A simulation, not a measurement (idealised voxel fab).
The name of this process module is voxel double patterning.
Section shown: cut. Width: 180 nm. Cell size: 5 nm, square.
Cross-section = grid of square cells, listed top down in bands; band = one or more rows.
Top height, bottom height, nm. Materials left to right, width each, nm. Single material + "throughout" = fills band edge to edge. "empty" = empty.
Counting heights begins at 0, where everything beneath is, in the wafer as received, one material. The lowest band has no bottom; it goes on downwards, as "0 down" shows.
The two numbers in a width such as "30..40" mark its ends across the band: the first belongs to the top row of cells, the second to the bottom row, and from each row to the next the width moves by the same amount.
Reading "no alteration" for a step: not a cell of the cross-section changed in it.
Closed-off voids of 8+ cells (no open route to the top) go in "Enclosed voids", written width x height at distance from the left edge, in nm.
The remark found on a step's line after its settings is issued by the simulator itself and pertains to that step.
"overlay nm" denotes, for a step that has a mask, the displacement of the mask to the right of its planned place, with negative values corresponding to the left.

### Intended process steps
| 1 | RECEIVE, material Si |
| 2 | CONFORMAL_DEP, material SiO2, thk nm 10 |
| 3 | DIRECTIONAL_DEP, material polySi, thk nm 10 |
| 4 | DIRECTIONAL_DEP, material SiCN, thk nm 5 |
| 5 | MASKED_ETCH, tone open, mask id FIRST, width nm 15, pitch nm 50, etch materials SiCN, depth nm 5, overlay nm 0 |
| 6 | MASKED_ETCH, tone open, mask id SECOND, width nm 15, etch materials SiCN, depth nm 5, overlay nm 0 |
| 7 | DIRECTIONAL_ETCH, etch materials polySi, depth nm 10 |
| 8 | STRIP, etch materials SiCN |

### Cross-section: wafer on arrival = after step 1
> 0 down | Si throughout
> Enclosed voids: none

### The module was run from the start shown above using the plan shown above, but one mistake was made doing it; the resulting wafer cross-section is below
> 25 to 20 | SiO2 throughout
> 20 to 10 | polySi throughout
> 10 to 0 | SiO2 throughout
> 0 down | Si throughout
> Enclosed voids: none
what went wrong: step 4: run off-plan, actual operation and settings DIRECTIONAL_DEP, material SiO2, thk nm 5
